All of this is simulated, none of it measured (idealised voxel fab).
process module | voxel self aligned vias
cross-section cut | 270 nm wide | cells 5 nm
A cross-section is a grid of square cells, given in bands from the top down. A band is one or more rows of cells.
Each band's line starts with the height of the band's top and of its bottom, in nm. Then come its materials from left to right, each with its width in nm. One material with "throughout" fills the band from edge to edge. "air" is empty space.
Height 0 is the level under which the wafer as received is all one material. The lowest band goes on downwards, as in "0 down".
A width such as "30 to 40" changes by the same amount from each row of cells to the next, from the band's top row to its bottom row.
"no change" after a step means that no cell of the cross-section changed.
closed voids: empty space of 8 cells or more with no open way to the top, each as width x height at its distance from the left edge, in nm
after a step's settings: what the simulator itself notes on the step
overlay nm, on a step with a mask: how far to the right of its planned place the mask lay; to the left if negative
plan
1 op RECEIVE | material Si
2 op CONFORMAL_DEP | material SiO2 | thk nm 10
3 op CONFORMAL_DEP | material SiCN | thk nm 5
4 op DIRECTIONAL_DEP | material lowk | thk nm 20
5 op MASKED_ETCH | tone open | mask id LINES | width nm 20 | pitch nm 70 | etch materials lowk | depth nm 20 | overlay nm -15
6 op CONFORMAL_DEP | material TiN | thk nm 5
7 op FILL_DEP | material Ru | thk nm 10
8 op CMP | height nm 35
9 op SELECTIVE_ETCH | etch materials W Ru TiN | depth nm 5
10 op FILL_DEP | material SiN | thk nm 5
11 op CMP | height nm 35
12 op DIRECTIONAL_DEP | material lowk | thk nm 20
13 op DIRECTIONAL_DEP | material aC | thk nm 15
14 op PATTERN | tone open | mask id VIAS | material resist | width nm 40 | pitch nm 70 | thk nm 30 | overlay nm 0
15 op DIRECTIONAL_ETCH | etch materials aC | depth nm 15
16 op STRIP | etch materials resist
17 op DIRECTIONAL_ETCH | etch materials lowk | depth nm 20
18 op DIRECTIONAL_ETCH | etch materials SiN | depth nm 5
19 op STRIP | etch materials aC
20 op CONFORMAL_DEP | material TiN | thk nm 5
21 op FILL_DEP | material Ru | thk nm 10
22 op CMP | height nm 55
23 op CONFORMAL_DEP | material SiCN | thk nm 5
varied across the wafers: overlay nm of step 5. The plan shows the first wafer's value. All wafers start alike
first wafer as received, after step 1
  0 down: Si throughout
  closed voids: none
each wafer at the end: cells of each material gained (+) or lost (-) since it was received, then its closed voids
overlay nm -15 | +46 Ru | +108 SiCN | +2 SiN | +108 SiO2 | +48 TiN | +336 lowk | closed voids: none
overlay nm -10 | +48 Ru | +108 SiCN | +108 SiO2 | +48 TiN | +336 lowk | closed voids: none
overlay nm -5 | +48 Ru | +108 SiCN | +108 SiO2 | +48 TiN | +336 lowk | closed voids: none
overlay nm 0 | +48 Ru | +108 SiCN | +108 SiO2 | +48 TiN | +336 lowk | closed voids: none
overlay nm 5 | +48 Ru | +108 SiCN | +108 SiO2 | +48 TiN | +336 lowk | closed voids: none
overlay nm 10 | +48 Ru | +108 SiCN | +108 SiO2 | +48 TiN | +336 lowk | closed voids: none
overlay nm 15 | +46 Ru | +108 SiCN | +2 SiN | +108 SiO2 | +48 TiN | +336 lowk | closed voids: none
